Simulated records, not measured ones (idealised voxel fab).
Herein follows the process module entitled voxel quadruple lines.
We display cut, a cross-section 225 nm in width whose square cells are each 5 nm.
The cross-sections in this document take the form of a grid made of square cells. They are written out as bands, in order from top to bottom. Each band consists of one or more rows of cells.
A band entry consists of two parts. The first gives the height of the band's top and the height of its bottom, in nm. The rest lists the band's materials from left to right, each with its width in nm. A single material labelled with the word "throughout" fills the band from edge to edge, and the word "empty" marks empty space.
Beneath 0, the wafer as received is one material, and that level is where height counting begins. The lowest band goes on downward without a bottom; it is written like "0 and below".
You'd read "30 to 40" like this: the band's top row of cells is as wide as the first number, its bottom row is as wide as the second, and going down, every row changes width by the same amount as the row before did.
The designation "left unchanged", where it is given for a processing step, indicates that no cell of the cross-section was altered in the course of that step.
The label "Tabulated closed voids" introduces a list of the empty spaces, 8 cells or larger, that have no open way up to the top; each entry in it reads width x height at distance, where the distance is taken from the left edge and all three are stated in nm.
On a step's line, text after the settings is the simulator commenting on that step.
overlay nm: step with mask; distance mask lay right of planned place; negative value = left of planned place.
So the way this works: pairs, before and after one process step. The after picture only goes down to the lowest band that actually changed, nothing below. Step and its settings are under each pair. And watch out, pairs might come from different runs of this module, same starting wafer though, so a pair only follows on from the one above if its "State before" entry tells you so.
State before:
* 0 and below | Si throughout
* Tabulated closed voids: none
State After Step:
* 5 down to 0 | SiO2 throughout
* Under the height 0 nothing was changed.
* Tabulated closed voids: none
Step between the pre-process and post-process cross-sections given above: CONFORMAL_DEP, material SiO2, thk nm 5
State before: carried over from the after image of the pair right above.
State After Step:
* 15 down to 5 | W throughout
* Under the height 5 nothing was changed.
* Tabulated closed voids: none
Step between the pre-process and post-process cross-sections given above: DIRECTIONAL_DEP, material W, thk nm 10
State before: carried over from the after image of the pair right above.
State After Step:
* 30 down to 15 | polySi throughout
* Under the height 15 nothing was changed.
* Tabulated closed voids: none
Step between the pre-process and post-process cross-sections given above: DIRECTIONAL_DEP, material polySi, thk nm 15
State before: carried over from the after image of the pair right above.
State After Step:
* 50 down to 30 | aC throughout
* Under the height 30 nothing was changed.
* Tabulated closed voids: none
Step between the pre-process and post-process cross-sections given above: DIRECTIONAL_DEP, material aC, thk nm 20
State before: carried over from the after image of the pair right above.
State After Step:
* 80 down to 50 | empty=100 | resist=20 | empty=105
* Under the height 50 nothing was changed.
* Tabulated closed voids: none
Step between the pre-process and post-process cross-sections given above: PATTERN, tone cover, mask id MANDREL, material resist, width nm 20, thk nm 30, overlay nm 0
State before: carried over from the after image of the pair right above.
State After Step:
* 60 down to 50 | empty=100 | resist=20 | empty=105
* 50 down to 30 | empty=100 | aC=20 | empty=105
* Under the height 30 nothing was changed.
* Tabulated closed voids: none
Step between the pre-process and post-process cross-sections given above: DIRECTIONAL_ETCH, etch materials aC, depth nm 20
State before: carried over from the after image of the pair right above.
State After Step:
* 50 down to 30 | empty=100 | aC=20 | empty=105
* Under the height 30 nothing was changed.
* Tabulated closed voids: none
Step between the pre-process and post-process cross-sections given above: STRIP, etch materials resist
State before: carried over from the after image of the pair right above.
State After Step:
* 60 down to 50 | empty=90 | SiO2=40 | empty=95
* 50 down to 40 | empty=90 | SiO2=10 | aC=20 | SiO2=10 | empty=95
* 40 down to 30 | SiO2=100 | aC=20 | SiO2=105
* Under the height 30 nothing was changed.
* Tabulated closed voids: none
Step between the pre-process and post-process cross-sections given above: CONFORMAL_DEP, material SiO2, thk nm 10
State before: carried over from the after image of the pair right above.
State After Step:
* 50 down to 30 | empty=90 | SiO2=10 | aC=20 | SiO2=10 | empty=95
* Under the height 30 nothing was changed.
* Tabulated closed voids: none
Step between the pre-process and post-process cross-sections given above: DIRECTIONAL_ETCH, etch materials SiO2, depth nm 10
State before: carried over from the after image of the pair right above.
State After Step:
* 50 down to 30 | empty=90 | SiO2=10 | empty=20 | SiO2=10 | empty=95
* Under the height 30 nothing was changed.
* Tabulated closed voids: none
Step between the pre-process and post-process cross-sections given above: STRIP, etch materials aC
State before: carried over from the after image of the pair right above.
State After Step:
* 50 down to 30 | empty=90 | SiO2=10 | empty=20 | SiO2=10 | empty=95
* 30 down to 15 | empty=90 | polySi=10 | empty=20 | polySi=10 | empty=95
* Under the height 15 nothing was changed.
* Tabulated closed voids: none
Step between the pre-process and post-process cross-sections given above: DIRECTIONAL_ETCH, etch materials polySi, depth nm 15
State before: carried over from the after image of the pair right above.
State After Step:
* 30 down to 15 | empty=90 | polySi=10 | empty=20 | polySi=10 | empty=95
* Under the height 15 nothing was changed.
* Tabulated closed voids: none
Step between the pre-process and post-process cross-sections given above: STRIP, etch materials SiO2
State before: carried over from the after image of the pair right above.
State After Step:
* 35 down to 30 | empty=85 | SiCN=20 | empty=10 | SiCN=20 | empty=90
* 30 down to 20 | empty=85 | SiCN=5 | polySi=10 | SiCN=5 | empty=10 | SiCN=5 | polySi=10 | SiCN=5 | empty=90
* 20 down to 15 | SiCN=90 | polySi=10 | SiCN=20 | polySi=10 | SiCN=95
* Under the height 15 nothing was changed.
* Tabulated closed voids: none
Step between the pre-process and post-process cross-sections given above: CONFORMAL_DEP, material SiCN, thk nm 5
State before: carried over from the after image of the pair right above.
State After Step:
* 30 down to 15 | empty=85 | SiCN=5 | polySi=10 | SiCN=5 | empty=10 | SiCN=5 | polySi=10 | SiCN=5 | empty=90
* Under the height 15 nothing was changed.
* Tabulated closed voids: none
Step between the pre-process and post-process cross-sections given above: DIRECTIONAL_ETCH, etch materials SiCN, depth nm 5
State before: carried over from the after image of the pair right above.
State After Step:
* 30 down to 15 | empty=85 | SiCN=5 | empty=10 | SiCN=5 | empty=10 | SiCN=5 | empty=10 | SiCN=5 | empty=90
* Under the height 15 nothing was changed.
* Tabulated closed voids: none
Step between the pre-process and post-process cross-sections given above: STRIP, etch materials polySi
State before: carried over from the after image of the pair right above.
State After Step:
* 30 down to 15 | empty=85 | SiCN=5 | empty=10 | SiCN=5 | empty=10 | SiCN=5 | empty=10 | SiCN=5 | empty=90
* 15 down to 5 | empty=85 | W=5 | empty=10 | W=5 | empty=10 | W=5 | empty=10 | W=5 | empty=90
* Under the height 5 nothing was changed.
* Tabulated closed voids: none
Step between the pre-process and post-process cross-sections given above: DIRECTIONAL_ETCH, etch materials W, depth nm 10
State before: carried over from the after image of the pair right above.
State After Step:
* 15 down to 5 | empty=85 | W=5 | empty=10 | W=5 | empty=10 | W=5 | empty=10 | W=5 | empty=90
* Under the height 5 nothing was changed.
* Tabulated closed voids: none
Step between the pre-process and post-process cross-sections given above: STRIP, etch materials SiCN
State before: carried over from the after image of the pair right above.
State After Step:
* 25 down to 15 | SiO2 throughout
* 15 down to 5 | SiO2=85 | W=5 | SiO2=10 | W=5 | SiO2=10 | W=5 | SiO2=10 | W=5 | SiO2=90
* Under the height 5 nothing was changed.
* Tabulated closed voids: none
Step between the pre-process and post-process cross-sections given above: FILL_DEP, material SiO2, thk nm 10
State before: carried over from the after image of the pair right above.
State After Step:
* 15 down to 5 | SiO2=85 | W=5 | SiO2=10 | W=5 | SiO2=10 | W=5 | SiO2=10 | W=5 | SiO2=90
* Under the height 5 nothing was changed.
* Tabulated closed voids: none
Step between the pre-process and post-process cross-sections given above: CMP, height nm 15
State before:
* 0 and below | Si throughout
* Tabulated closed voids: none
State After Step:
* 10 down to 0 | W throughout
* Under the height 0 nothing was changed.
* Tabulated closed voids: none
Step between the pre-process and post-process cross-sections given above: DIRECTIONAL_DEP, material W, thk nm 10
State before: carried over from the after image of the pair right above.
State After Step:
* 25 down to 10 | polySi throughout
* Under the height 10 nothing was changed.
* Tabulated closed voids: none
Step between the pre-process and post-process cross-sections given above: DIRECTIONAL_DEP, material polySi, thk nm 15
State before: carried over from the after image of the pair right above.
State After Step:
* 45 down to 25 | aC throughout
* Under the height 25 nothing was changed.
* Tabulated closed voids: none
Step between the pre-process and post-process cross-sections given above: DIRECTIONAL_DEP, material aC, thk nm 20
State before: carried over from the after image of the pair right above.
State After Step:
* 75 down to 45 | empty=100 | resist=20 | empty=105
* Under the height 45 nothing was changed.
* Tabulated closed voids: none
Step between the pre-process and post-process cross-sections given above: PATTERN, tone cover, mask id MANDREL, material resist, width nm 20, thk nm 30, overlay nm 0
State before: carried over from the after image of the pair right above.
State After Step:
* 55 down to 45 | empty=100 | resist=20 | empty=105
* 45 down to 25 | empty=100 | aC=20 | empty=105
* Under the height 25 nothing was changed.
* Tabulated closed voids: none
Step between the pre-process and post-process cross-sections given above: DIRECTIONAL_ETCH, etch materials aC, depth nm 20
State before: carried over from the after image of the pair right above.
State After Step:
* 45 down to 25 | empty=100 | aC=20 | empty=105
* Under the height 25 nothing was changed.
* Tabulated closed voids: none
Step between the pre-process and post-process cross-sections given above: STRIP, etch materials resist
State before: carried over from the after image of the pair right above.
State After Step:
* 55 down to 45 | empty=90 | SiO2=40 | empty=95
* 45 down to 35 | empty=90 | SiO2=10 | aC=20 | SiO2=10 | empty=95
* 35 down to 25 | SiO2=100 | aC=20 | SiO2=105
* Under the height 25 nothing was changed.
* Tabulated closed voids: none
Step between the pre-process and post-process cross-sections given above: CONFORMAL_DEP, material SiO2, thk nm 10
State before: carried over from the after image of the pair right above.
State After Step:
* 45 down to 25 | empty=90 | SiO2=10 | aC=20 | SiO2=10 | empty=95
* Under the height 25 nothing was changed.
* Tabulated closed voids: none
Step between the pre-process and post-process cross-sections given above: DIRECTIONAL_ETCH, etch materials SiO2, depth nm 10
State before: carried over from the after image of the pair right above.
State After Step:
* 45 down to 25 | empty=90 | SiO2=10 | empty=20 | SiO2=10 | empty=95
* Under the height 25 nothing was changed.
* Tabulated closed voids: none
Step between the pre-process and post-process cross-sections given above: STRIP, etch materials aC
State before: carried over from the after image of the pair right above.
State After Step:
* 45 down to 25 | empty=90 | SiO2=10 | empty=20 | SiO2=10 | empty=95
* 25 down to 10 | empty=90 | polySi=10 | empty=20 | polySi=10 | empty=95
* Under the height 10 nothing was changed.
* Tabulated closed voids: none
Step between the pre-process and post-process cross-sections given above: DIRECTIONAL_ETCH, etch materials polySi, depth nm 15
State before: carried over from the after image of the pair right above.
State After Step:
* 25 down to 10 | empty=90 | polySi=10 | empty=20 | polySi=10 | empty=95
* Under the height 10 nothing was changed.
* Tabulated closed voids: none
Step between the pre-process and post-process cross-sections given above: STRIP, etch materials SiO2
State before: carried over from the after image of the pair right above.
State After Step:
* 30 down to 25 | empty=85 | SiCN=20 | empty=10 | SiCN=20 | empty=90
* 25 down to 15 | empty=85 | SiCN=5 | polySi=10 | SiCN=5 | empty=10 | SiCN=5 | polySi=10 | SiCN=5 | empty=90
* 15 down to 10 | SiCN=90 | polySi=10 | SiCN=20 | polySi=10 | SiCN=95
* Under the height 10 nothing was changed.
* Tabulated closed voids: none
Step between the pre-process and post-process cross-sections given above: CONFORMAL_DEP, material SiCN, thk nm 5
State before: carried over from the after image of the pair right above.
State After Step:
* 25 down to 10 | empty=85 | SiCN=5 | polySi=10 | SiCN=5 | empty=10 | SiCN=5 | polySi=10 | SiCN=5 | empty=90
* Under the height 10 nothing was changed.
* Tabulated closed voids: none
Step between the pre-process and post-process cross-sections given above: DIRECTIONAL_ETCH, etch materials SiCN, depth nm 5
State before: carried over from the after image of the pair right above.
State After Step:
* 25 down to 10 | empty=85 | SiCN=5 | empty=10 | SiCN=5 | empty=10 | SiCN=5 | empty=10 | SiCN=5 | empty=90
* Under the height 10 nothing was changed.
* Tabulated closed voids: none
Step between the pre-process and post-process cross-sections given above: STRIP, etch materials polySi
State before: carried over from the after image of the pair right above.
State After Step:
* 25 down to 10 | empty=85 | SiCN=5 | empty=10 | SiCN=5 | empty=10 | SiCN=5 | empty=10 | SiCN=5 | empty=90
* 10 down to 0 | empty=85 | W=5 | empty=10 | W=5 | empty=10 | W=5 | empty=10 | W=5 | empty=90
* Under the height 0 nothing was changed.
* Tabulated closed voids: none
Step between the pre-process and post-process cross-sections given above: DIRECTIONAL_ETCH, etch materials W, depth nm 10
State before: carried over from the after image of the pair right above.
State After Step:
* 10 down to 0 | empty=85 | W=5 | empty=10 | W=5 | empty=10 | W=5 | empty=10 | W=5 | empty=90
* Under the height 0 nothing was changed.
* Tabulated closed voids: none
Step between the pre-process and post-process cross-sections given above: STRIP, etch materials SiCN
State before: carried over from the after image of the pair right above.
State After Step:
* 20 down to 10 | SiO2 throughout
* 10 down to 0 | SiO2=85 | W=5 | SiO2=10 | W=5 | SiO2=10 | W=5 | SiO2=10 | W=5 | SiO2=90
* Under the height 0 nothing was changed.
* Tabulated closed voids: none
Step between the pre-process and post-process cross-sections given above: FILL_DEP, material SiO2, thk nm 10
State before: carried over from the after image of the pair right above.
State After Step:
* 15 down to 10 | SiO2 throughout
* Under the height 10 nothing was changed.
* Tabulated closed voids: none
Step between the pre-process and post-process cross-sections given above: CMP, height nm 15
State before:
* 5 down to 0 | SiO2 throughout
* 0 and below | Si throughout
* Tabulated closed voids: none
State After Step:
* 20 down to 5 | polySi throughout
* Under the height 5 nothing was changed.
* Tabulated closed voids: none
Step between the pre-process and post-process cross-sections given above: DIRECTIONAL_DEP, material polySi, thk nm 15
State before: carried over from the after image of the pair right above.
State After Step:
* 30 down to 20 | W throughout
* Under the height 20 nothing was changed.
* Tabulated closed voids: none
Step between the pre-process and post-process cross-sections given above: DIRECTIONAL_DEP, material W, thk nm 10
State before: carried over from the after image of the pair right above.
State After Step:
* 50 down to 30 | aC throughout
* Under the height 30 nothing was changed.
* Tabulated closed voids: none
Step between the pre-process and post-process cross-sections given above: DIRECTIONAL_DEP, material aC, thk nm 20
State before: carried over from the after image of the pair right above.
State After Step:
* 80 down to 50 | empty=100 | resist=20 | empty=105
* Under the height 50 nothing was changed.
* Tabulated closed voids: none
Step between the pre-process and post-process cross-sections given above: PATTERN, tone cover, mask id MANDREL, material resist, width nm 20, thk nm 30, overlay nm 0
State before: carried over from the after image of the pair right above.
State After Step:
* 60 down to 50 | empty=100 | resist=20 | empty=105
* 50 down to 30 | empty=100 | aC=20 | empty=105
* Under the height 30 nothing was changed.
* Tabulated closed voids: none
Step between the pre-process and post-process cross-sections given above: DIRECTIONAL_ETCH, etch materials aC, depth nm 20
State before: carried over from the after image of the pair right above.
State After Step:
* 50 down to 30 | empty=100 | aC=20 | empty=105
* Under the height 30 nothing was changed.
* Tabulated closed voids: none
Step between the pre-process and post-process cross-sections given above: STRIP, etch materials resist
State before: carried over from the after image of the pair right above.
State After Step:
* 60 down to 50 | empty=90 | SiO2=40 | empty=95
* 50 down to 40 | empty=90 | SiO2=10 | aC=20 | SiO2=10 | empty=95
* 40 down to 30 | SiO2=100 | aC=20 | SiO2=105
* Under the height 30 nothing was changed.
* Tabulated closed voids: none
Step between the pre-process and post-process cross-sections given above: CONFORMAL_DEP, material SiO2, thk nm 10
State before: carried over from the after image of the pair right above.
State After Step:
* 50 down to 30 | empty=90 | SiO2=10 | aC=20 | SiO2=10 | empty=95
* Under the height 30 nothing was changed.
* Tabulated closed voids: none
Step between the pre-process and post-process cross-sections given above: DIRECTIONAL_ETCH, etch materials SiO2, depth nm 10
State before: carried over from the after image of the pair right above.
State After Step:
* 50 down to 30 | empty=90 | SiO2=10 | empty=20 | SiO2=10 | empty=95
* Under the height 30 nothing was changed.
* Tabulated closed voids: none
Step between the pre-process and post-process cross-sections given above: STRIP, etch materials aC
State before: carried over from the after image of the pair right above.
State After Step:
* 30 down to 20 | W throughout
* Under the height 20 nothing was changed.
* Tabulated closed voids: none
Step between the pre-process and post-process cross-sections given above: STRIP, etch materials SiO2
State before: carried over from the after image of the pair right above.
State After Step:
* 35 down to 30 | SiCN throughout
* Under the height 30 nothing was changed.
* Tabulated closed voids: none
Step between the pre-process and post-process cross-sections given above: CONFORMAL_DEP, material SiCN, thk nm 5
State before: carried over from the after image of the pair right above.
State After Step:
* 30 down to 20 | W throughout
* Under the height 20 nothing was changed.
* Tabulated closed voids: none
Step between the pre-process and post-process cross-sections given above: DIRECTIONAL_ETCH, etch materials SiCN, depth nm 5
State before: carried over from the after image of the pair right above.
State After Step:
* 20 down to 5 | polySi throughout
* Under the height 5 nothing was changed.
* Tabulated closed voids: none
Step between the pre-process and post-process cross-sections given above: DIRECTIONAL_ETCH, etch materials W, depth nm 10
State before: carried over from the after image of the pair right above.
State After Step:
* 30 down to 20 | SiO2 throughout
* Under the height 20 nothing was changed.
* Tabulated closed voids: none
Step between the pre-process and post-process cross-sections given above: FILL_DEP, material SiO2, thk nm 10
State before: carried over from the after image of the pair right above.
State After Step:
* 15 down to 5 | polySi throughout
* Under the height 5 nothing was changed.
* Tabulated closed voids: none
Step between the pre-process and post-process cross-sections given above: CMP, height nm 15
State before:
* 25 down to 15 | SiO2 throughout
* 15 down to 5 | SiO2=85 | W=5 | SiO2=10 | W=5 | SiO2=10 | W=5 | SiO2=10 | W=5 | SiO2=90
* 5 down to 0 | SiO2 throughout
* 0 and below | Si throughout
* Tabulated closed voids: none
State After Step:
* 10 down to 5 | SiO2=85 | W=5 | SiO2=10 | W=5 | SiO2=10 | W=5 | SiO2=10 | W=5 | SiO2=90
* Under the height 5 nothing was changed.
* Tabulated closed voids: none
Step between the pre-process and post-process cross-sections given above: CMP, height nm 10
State before:
* 50 down to 30 | aC throughout
* 30 down to 15 | polySi throughout
* 15 down to 5 | W throughout
* 5 down to 0 | SiO2 throughout
* 0 and below | Si throughout
* Tabulated closed voids: none
State After Step:
* 80 down to 50 | empty=95 | resist=30 | empty=100
* Under the height 50 nothing was changed.
* Tabulated closed voids: none
Step between the pre-process and post-process cross-sections given above: PATTERN, tone cover, mask id MANDREL, material resist, width nm 30, thk nm 30, overlay nm 0
State before: carried over from the after image of the pair right above.
State After Step:
* 60 down to 50 | empty=95 | resist=30 | empty=100
* 50 down to 30 | empty=95 | aC=30 | empty=100
* Under the height 30 nothing was changed.
* Tabulated closed voids: none
Step between the pre-process and post-process cross-sections given above: DIRECTIONAL_ETCH, etch materials aC, depth nm 20
State before: carried over from the after image of the pair right above.
State After Step:
* 50 down to 30 | empty=95 | aC=30 | empty=100
* Under the height 30 nothing was changed.
* Tabulated closed voids: none
Step between the pre-process and post-process cross-sections given above: STRIP, etch materials resist
State before: carried over from the after image of the pair right above.
State After Step:
* 60 down to 50 | empty=85 | SiO2=50 | empty=90
* 50 down to 40 | empty=85 | SiO2=10 | aC=30 | SiO2=10 | empty=90
* 40 down to 30 | SiO2=95 | aC=30 | SiO2=100
* Under the height 30 nothing was changed.
* Tabulated closed voids: none
Step between the pre-process and post-process cross-sections given above: CONFORMAL_DEP, material SiO2, thk nm 10
State before: carried over from the after image of the pair right above.
State After Step:
* 50 down to 30 | empty=85 | SiO2=10 | aC=30 | SiO2=10 | empty=90
* Under the height 30 nothing was changed.
* Tabulated closed voids: none
Step between the pre-process and post-process cross-sections given above: DIRECTIONAL_ETCH, etch materials SiO2, depth nm 10
State before: carried over from the after image of the pair right above.
State After Step:
* 50 down to 30 | empty=85 | SiO2=10 | empty=30 | SiO2=10 | empty=90
* Under the height 30 nothing was changed.
* Tabulated closed voids: none
Step between the pre-process and post-process cross-sections given above: STRIP, etch materials aC
State before: carried over from the after image of the pair right above.
State After Step:
* 50 down to 30 | empty=85 | SiO2=10 | empty=30 | SiO2=10 | empty=90
* 30 down to 15 | empty=85 | polySi=10 | empty=30 | polySi=10 | empty=90
* Under the height 15 nothing was changed.
* Tabulated closed voids: none
Step between the pre-process and post-process cross-sections given above: DIRECTIONAL_ETCH, etch materials polySi, depth nm 15
State before: carried over from the after image of the pair right above.
State After Step:
* 30 down to 15 | empty=85 | polySi=10 | empty=30 | polySi=10 | empty=90
* Under the height 15 nothing was changed.
* Tabulated closed voids: none
Step between the pre-process and post-process cross-sections given above: STRIP, etch materials SiO2
State before: carried over from the after image of the pair right above.
State After Step:
* 35 down to 30 | empty=80 | SiCN=20 | empty=20 | SiCN=20 | empty=85
* 30 down to 20 | empty=80 | SiCN=5 | polySi=10 | SiCN=5 | empty=20 | SiCN=5 | polySi=10 | SiCN=5 | empty=85
* 20 down to 15 | SiCN=85 | polySi=10 | SiCN=30 | polySi=10 | SiCN=90
* Under the height 15 nothing was changed.
* Tabulated closed voids: none
Step between the pre-process and post-process cross-sections given above: CONFORMAL_DEP, material SiCN, thk nm 5
State before: carried over from the after image of the pair right above.
State After Step:
* 30 down to 15 | empty=80 | SiCN=5 | polySi=10 | SiCN=5 | empty=20 | SiCN=5 | polySi=10 | SiCN=5 | empty=85
* Under the height 15 nothing was changed.
* Tabulated closed voids: none
Step between the pre-process and post-process cross-sections given above: DIRECTIONAL_ETCH, etch materials SiCN, depth nm 5
State before: carried over from the after image of the pair right above.
State After Step:
* 30 down to 15 | empty=80 | SiCN=5 | empty=10 | SiCN=5 | empty=20 | SiCN=5 | empty=10 | SiCN=5 | empty=85
* Under the height 15 nothing was changed.
* Tabulated closed voids: none
Step between the pre-process and post-process cross-sections given above: STRIP, etch materials polySi
State before: carried over from the after image of the pair right above.
State After Step:
* 30 down to 15 | empty=80 | SiCN=5 | empty=10 | SiCN=5 | empty=20 | SiCN=5 | empty=10 | SiCN=5 | empty=85
* 15 down to 5 | empty=80 | W=5 | empty=10 | W=5 | empty=20 | W=5 | empty=10 | W=5 | empty=85
* Under the height 5 nothing was changed.
* Tabulated closed voids: none
Step between the pre-process and post-process cross-sections given above: DIRECTIONAL_ETCH, etch materials W, depth nm 10
State before: carried over from the after image of the pair right above.
State After Step:
* 15 down to 5 | empty=80 | W=5 | empty=10 | W=5 | empty=20 | W=5 | empty=10 | W=5 | empty=85
* Under the height 5 nothing was changed.
* Tabulated closed voids: none
Step between the pre-process and post-process cross-sections given above: STRIP, etch materials SiCN
State before: carried over from the after image of the pair right above.
State After Step:
* 25 down to 15 | SiO2 throughout
* 15 down to 5 | SiO2=80 | W=5 | SiO2=10 | W=5 | SiO2=20 | W=5 | SiO2=10 | W=5 | SiO2=85
* Under the height 5 nothing was changed.
* Tabulated closed voids: none
Step between the pre-process and post-process cross-sections given above: FILL_DEP, material SiO2, thk nm 10
State before: carried over from the after image of the pair right above.
State After Step:
* 15 down to 5 | SiO2=80 | W=5 | SiO2=10 | W=5 | SiO2=20 | W=5 | SiO2=10 | W=5 | SiO2=85
* Under the height 5 nothing was changed.
* Tabulated closed voids: none
Step between the pre-process and post-process cross-sections given above: CMP, height nm 15
State before:
* 50 down to 30 | aC throughout
* 30 down to 15 | polySi throughout
* 15 down to 5 | W throughout
* 5 down to 0 | SiO2 throughout
* 0 and below | Si throughout
* Tabulated closed voids: none
State After Step:
* 80 down to 50 | empty=110 | resist=20 | empty=95
* Under the height 50 nothing was changed.
* Tabulated closed voids: none
Step between the pre-process and post-process cross-sections given above: PATTERN, tone cover, mask id MANDREL, material resist, width nm 20, thk nm 30, overlay nm 10
State before: carried over from the after image of the pair right above.
State After Step:
* 60 down to 50 | empty=110 | resist=20 | empty=95
* 50 down to 30 | empty=110 | aC=20 | empty=95
* Under the height 30 nothing was changed.
* Tabulated closed voids: none
Step between the pre-process and post-process cross-sections given above: DIRECTIONAL_ETCH, etch materials aC, depth nm 20
State before: carried over from the after image of the pair right above.
State After Step:
* 50 down to 30 | empty=110 | aC=20 | empty=95
* Under the height 30 nothing was changed.
* Tabulated closed voids: none
Step between the pre-process and post-process cross-sections given above: STRIP, etch materials resist
State before: carried over from the after image of the pair right above.
State After Step:
* 60 down to 50 | empty=100 | SiO2=40 | empty=85
* 50 down to 40 | empty=100 | SiO2=10 | aC=20 | SiO2=10 | empty=85
* 40 down to 30 | SiO2=110 | aC=20 | SiO2=95
* Under the height 30 nothing was changed.
* Tabulated closed voids: none
Step between the pre-process and post-process cross-sections given above: CONFORMAL_DEP, material SiO2, thk nm 10
State before: carried over from the after image of the pair right above.
State After Step:
* 50 down to 30 | empty=100 | SiO2=10 | aC=20 | SiO2=10 | empty=85
* Under the height 30 nothing was changed.
* Tabulated closed voids: none
Step between the pre-process and post-process cross-sections given above: DIRECTIONAL_ETCH, etch materials SiO2, depth nm 10
State before: carried over from the after image of the pair right above.
State After Step:
* 50 down to 30 | empty=100 | SiO2=10 | empty=20 | SiO2=10 | empty=85
* Under the height 30 nothing was changed.
* Tabulated closed voids: none
Step between the pre-process and post-process cross-sections given above: STRIP, etch materials aC
State before: carried over from the after image of the pair right above.
State After Step:
* 50 down to 30 | empty=100 | SiO2=10 | empty=20 | SiO2=10 | empty=85
* 30 down to 15 | empty=100 | polySi=10 | empty=20 | polySi=10 | empty=85
* Under the height 15 nothing was changed.
* Tabulated closed voids: none
Step between the pre-process and post-process cross-sections given above: DIRECTIONAL_ETCH, etch materials polySi, depth nm 15
State before: carried over from the after image of the pair right above.
State After Step:
* 30 down to 15 | empty=100 | polySi=10 | empty=20 | polySi=10 | empty=85
* Under the height 15 nothing was changed.
* Tabulated closed voids: none
Step between the pre-process and post-process cross-sections given above: STRIP, etch materials SiO2
State before: carried over from the after image of the pair right above.
State After Step:
* 35 down to 30 | empty=95 | SiCN=20 | empty=10 | SiCN=20 | empty=80
* 30 down to 20 | empty=95 | SiCN=5 | polySi=10 | SiCN=5 | empty=10 | SiCN=5 | polySi=10 | SiCN=5 | empty=80
* 20 down to 15 | SiCN=100 | polySi=10 | SiCN=20 | polySi=10 | SiCN=85
* Under the height 15 nothing was changed.
* Tabulated closed voids: none
Step between the pre-process and post-process cross-sections given above: CONFORMAL_DEP, material SiCN, thk nm 5
State before: carried over from the after image of the pair right above.
State After Step:
* 30 down to 15 | empty=95 | SiCN=5 | polySi=10 | SiCN=5 | empty=10 | SiCN=5 | polySi=10 | SiCN=5 | empty=80
* Under the height 15 nothing was changed.
* Tabulated closed voids: none
Step between the pre-process and post-process cross-sections given above: DIRECTIONAL_ETCH, etch materials SiCN, depth nm 5
State before: carried over from the after image of the pair right above.
State After Step:
* 30 down to 15 | empty=95 | SiCN=5 | empty=10 | SiCN=5 | empty=10 | SiCN=5 | empty=10 | SiCN=5 | empty=80
* Under the height 15 nothing was changed.
* Tabulated closed voids: none
Step between the pre-process and post-process cross-sections given above: STRIP, etch materials polySi
State before: carried over from the after image of the pair right above.
State After Step:
* 30 down to 15 | empty=95 | SiCN=5 | empty=10 | SiCN=5 | empty=10 | SiCN=5 | empty=10 | SiCN=5 | empty=80
* 15 down to 5 | empty=95 | W=5 | empty=10 | W=5 | empty=10 | W=5 | empty=10 | W=5 | empty=80
* Under the height 5 nothing was changed.
* Tabulated closed voids: none
Step between the pre-process and post-process cross-sections given above: DIRECTIONAL_ETCH, etch materials W, depth nm 10
State before: carried over from the after image of the pair right above.
State After Step:
* 15 down to 5 | empty=95 | W=5 | empty=10 | W=5 | empty=10 | W=5 | empty=10 | W=5 | empty=80
* Under the height 5 nothing was changed.
* Tabulated closed voids: none
Step between the pre-process and post-process cross-sections given above: STRIP, etch materials SiCN
State before: carried over from the after image of the pair right above.
State After Step:
* 25 down to 15 | SiO2 throughout
* 15 down to 5 | SiO2=95 | W=5 | SiO2=10 | W=5 | SiO2=10 | W=5 | SiO2=10 | W=5 | SiO2=80
* Under the height 5 nothing was changed.
* Tabulated closed voids: none
Step between the pre-process and post-process cross-sections given above: FILL_DEP, material SiO2, thk nm 10
State before: carried over from the after image of the pair right above.
State After Step:
* 15 down to 5 | SiO2=95 | W=5 | SiO2=10 | W=5 | SiO2=10 | W=5 | SiO2=10 | W=5 | SiO2=80
* Under the height 5 nothing was changed.
* Tabulated closed voids: none
Step between the pre-process and post-process cross-sections given above: CMP, height nm 15
State before:
* 15 down to 5 | empty=85 | W=5 | empty=10 | W=5 | empty=10 | W=5 | empty=10 | W=5 | empty=90
* 5 down to 0 | SiO2 throughout
* 0 and below | Si throughout
* Tabulated closed voids: none
State After Step:
* 25 down to 15 | aC throughout
* 15 down to 5 | aC=85 | W=5 | aC=10 | W=5 | aC=10 | W=5 | aC=10 | W=5 | aC=90
* Under the height 5 nothing was changed.
* Tabulated closed voids: none
Step between the pre-process and post-process cross-sections given above: FILL_DEP, material aC, thk nm 10
State before: carried over from the after image of the pair right above.
State After Step:
* 15 down to 5 | aC=85 | W=5 | aC=10 | W=5 | aC=10 | W=5 | aC=10 | W=5 | aC=90
* Under the height 5 nothing was changed.
* Tabulated closed voids: none
Step between the pre-process and post-process cross-sections given above: CMP, height nm 15
State before:
* 50 down to 30 | aC throughout
* 30 down to 15 | polySi throughout
* 15 down to 5 | W throughout
* 5 down to 0 | SiO2 throughout
* 0 and below | Si throughout
* Tabulated closed voids: none
State After Step:
* 80 down to 50 | resist=100 | empty=20 | resist=105
* Under the height 50 nothing was changed.
* Tabulated closed voids: none
Step between the pre-process and post-process cross-sections given above: PATTERN, tone open, mask id MANDREL, material resist, width nm 20, thk nm 30, overlay nm 0
State before: carried over from the after image of the pair right above.
State After Step:
* 60 down to 50 | resist=100 | empty=20 | resist=105
* 50 down to 30 | aC=100 | empty=20 | aC=105
* Under the height 30 nothing was changed.
* Tabulated closed voids: none
Step between the pre-process and post-process cross-sections given above: DIRECTIONAL_ETCH, etch materials aC, depth nm 20
State before: carried over from the after image of the pair right above.
State After Step:
* 50 down to 30 | aC=100 | empty=20 | aC=105
* Under the height 30 nothing was changed.
* Tabulated closed voids: none
Step between the pre-process and post-process cross-sections given above: STRIP, etch materials resist
State before: carried over from the after image of the pair right above.
State After Step:
* 60 down to 50 | SiO2 throughout
* 50 down to 30 | aC=100 | SiO2=20 | aC=105
* Under the height 30 nothing was changed.
* Tabulated closed voids: none
Step between the pre-process and post-process cross-sections given above: CONFORMAL_DEP, material SiO2, thk nm 10
State before: carried over from the after image of the pair right above.
State After Step:
* 50 down to 30 | aC=100 | SiO2=20 | aC=105
* Under the height 30 nothing was changed.
* Tabulated closed voids: none
Step between the pre-process and post-process cross-sections given above: DIRECTIONAL_ETCH, etch materials SiO2, depth nm 10
State before: carried over from the after image of the pair right above.
State After Step:
* 50 down to 30 | empty=100 | SiO2=20 | empty=105
* Under the height 30 nothing was changed.
* Tabulated closed voids: none
Step between the pre-process and post-process cross-sections given above: STRIP, etch materials aC
State before: carried over from the after image of the pair right above.
State After Step:
* 50 down to 30 | empty=100 | SiO2=20 | empty=105
* 30 down to 15 | empty=100 | polySi=20 | empty=105
* Under the height 15 nothing was changed.
* Tabulated closed voids: none
Step between the pre-process and post-process cross-sections given above: DIRECTIONAL_ETCH, etch materials polySi, depth nm 15
